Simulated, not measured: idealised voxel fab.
Process module name: voxel capacitor over wiring
Cross-section cut: width 205 nm, square cells of 5 nm.
Think of the cross-section as a grid of square cells. We describe it in bands, top to bottom, and each band covers one or more rows of those cells.
Each band's line starts with the height of the band's top and of its bottom, in nm. Then come its materials from left to right, each with its width in nm. One material with "everywhere" fills the band from edge to edge. "empty" is empty space.
Ref level 0: as-received wafer is one material below here. Bottom band extends down with no lower bound ("0 and below").
With a width like "30..40", each row of cells in the band differs from the next by the same amount, the top row carrying the first number and the bottom row the second.
When a step is marked "stayed the same", none of the cells in the cross-section changed during that step.
Entry "Unvented voids". Content: empty spaces with no open connection to the top, size 8 cells or greater. Each: width x height at distance. Distance: from left edge. Unit: nm.
The remark found on a step's line after its settings is issued by the simulator itself and pertains to that step.
"overlay nm", when on a step's line for a step with a mask, measures how far to the right of its planned place the mask lay; a negative measure means to the left.
## So here's the lineup of process steps we planned
1 RECEIVE,material Si
2 CONFORMAL_DEP,material SiO2,thk nm 15
3 CONFORMAL_DEP,material SiCN,thk nm 5
4 DIRECTIONAL_DEP,material lowk,thk nm 25
5 MASKED_ETCH,tone open,mask id METAL_1,width nm 25,pitch nm 90,etch materials lowk,depth nm 25,overlay nm 0
6 MASKED_ETCH,tone open,mask id METAL_1,width nm 25,pitch nm 90,etch materials SiCN,depth nm 5,overlay nm -15
7 CONFORMAL_DEP,material TiN,thk nm 5
8 FILL_DEP,material Cu,thk nm 5
9 CMP,height nm 45
10 CONFORMAL_DEP,material SiCN,thk nm 5
11 DIRECTIONAL_DEP,material lowk,thk nm 10
12 DIRECTIONAL_DEP,material aC,thk nm 15
13 PATTERN,tone open,mask id PLUG_1,material resist,width nm 15,thk nm 30,overlay nm 0
14 DIRECTIONAL_ETCH,etch materials aC,depth nm 15
15 STRIP,etch materials resist
16 DIRECTIONAL_ETCH,etch materials lowk,depth nm 10
17 DIRECTIONAL_ETCH,etch materials SiCN,depth nm 5
18 STRIP,etch materials aC
19 EPI,material Ru,thk nm 10
20 EPI,material Ru,thk nm 5
21 DIRECTIONAL_DEP,material TiN,thk nm 5
22 DIRECTIONAL_DEP,material SiN,thk nm 5
23 DIRECTIONAL_DEP,material TiN,thk nm 5
24 PATTERN,tone cover,mask id UPPER_PLATE,material resist,width nm 70,thk nm 15,overlay nm 0
25 DIRECTIONAL_ETCH,etch materials TiN,depth nm 5
26 DIRECTIONAL_ETCH,etch materials SiN,depth nm 5
27 STRIP,etch materials resist
28 DIRECTIONAL_DEP,material aC,thk nm 15
29 PATTERN,tone cover,mask id LOWER_PLATE,material resist,width nm 80,thk nm 35,overlay nm 0
30 DIRECTIONAL_ETCH,etch materials aC,depth nm 15
31 STRIP,etch materials resist
32 DIRECTIONAL_ETCH,etch materials TiN,depth nm 5
33 STRIP,etch materials aC
34 FILL_DEP,material SiO2,thk nm 20
35 CMP,height nm 90
36 DIRECTIONAL_DEP,material aC,thk nm 15
37 PATTERN,tone open,mask id PLUG_2,material resist,width nm 15,thk nm 35,overlay nm 0
38 DIRECTIONAL_ETCH,etch materials aC,depth nm 15
39 STRIP,etch materials resist
40 DIRECTIONAL_ETCH,etch materials SiO2,depth nm 15
41 STRIP,etch materials aC
42 CONFORMAL_DEP,material TiN,thk nm 5
43 FILL_DEP,material Cu,thk nm 10
44 CMP,height nm 90
45 CONFORMAL_DEP,material SiCN,thk nm 5
Same starting wafers, different overlay nm at step 6. Plan value belongs to the first wafer.
## Cut through the first of several wafers as received, post step 1
> 0 and below: Si everywhere
> Unvented voids: none
## Here is the cross-section of the first of several wafers at the end of the module, after its last step, step 45
> 95 down to 90: SiCN everywhere
> 90 down to 80: 65 SiO2, 5 TiN, 5 Cu, 5 TiN, 125 SiO2
> 80 down to 70: 65..55 SiO2, 15..70 TiN, 125..80 SiO2
> 70 down to 65: 55 SiO2, 70 SiN, 80 SiO2
> 65 down to 60: 50 SiO2, 80 TiN, 75 SiO2
> 60 down to 50: 55 lowk, 15 Ru, 135 lowk
> 50 down to 45: 55 SiCN, 15 Ru, 135 SiCN
> 45 down to 25: 45 lowk, 5 TiN, 15 Cu, 5 TiN, 65 lowk, 5 TiN, 15 Cu, 5 TiN, 45 lowk
> 25 down to 20: 45 lowk, 25 TiN, 65 lowk, 25 TiN, 45 lowk
> 20 down to 15: 45 SiCN, 10 TiN, 80 SiCN, 10 TiN, 60 SiCN
> 15 down to 0: SiO2 everywhere
> 0 and below: Si everywhere
> Unvented voids: none
## Cross-section at module completion, last wafer
> 95 down to 90: SiCN everywhere
> 90 down to 80: 65 SiO2, 5 TiN, 5 Cu, 5 TiN, 125 SiO2
> 80 down to 70: 65..55 SiO2, 15..70 TiN, 125..80 SiO2
> 70 down to 65: 55 SiO2, 70 SiN, 80 SiO2
> 65 down to 60: 50 SiO2, 80 TiN, 75 SiO2
> 60 down to 50: 55 lowk, 15 Ru, 135 lowk
> 50 down to 45: 55 SiCN, 15 Ru, 135 SiCN
> 45 down to 25: 45 lowk, 5 TiN, 15 Cu, 5 TiN, 65 lowk, 5 TiN, 15 Cu, 5 TiN, 45 lowk
> 25 down to 20: 45 lowk, 25 TiN, 65 lowk, 25 TiN, 45 lowk
> 20 down to 15: 60 SiCN, 10 TiN, 80 SiCN, 10 TiN, 45 SiCN
> 15 down to 0: SiO2 everywhere
> 0 and below: Si everywhere
> Unvented voids: none
## Where each wafer stands at the end of the module, a row apiece: cells of each material gained (+) or lost (-) since it was received, then closed voids
overlay nm -15 | +26 Cu | +9 Ru | +116 SiCN | +14 SiN | +316 SiO2 | +67 TiN | +231 lowk | Unvented voids: none
overlay nm -10 | +28 Cu | +9 Ru | +114 SiCN | +14 SiN | +316 SiO2 | +67 TiN | +231 lowk | Unvented voids: none
overlay nm -5 | +30 Cu | +9 Ru | +112 SiCN | +14 SiN | +316 SiO2 | +67 TiN | +231 lowk | Unvented voids: none
overlay nm 0 | +32 Cu | +9 Ru | +110 SiCN | +14 SiN | +316 SiO2 | +67 TiN | +231 lowk | Unvented voids: none
overlay nm 5 | +30 Cu | +9 Ru | +112 SiCN | +14 SiN | +316 SiO2 | +67 TiN | +231 lowk | Unvented voids: none
overlay nm 10 | +28 Cu | +9 Ru | +114 SiCN | +14 SiN | +316 SiO2 | +67 TiN | +231 lowk | Unvented voids: none
overlay nm 15 | +26 Cu | +9 Ru | +116 SiCN | +14 SiN | +316 SiO2 | +67 TiN | +231 lowk | Unvented voids: none
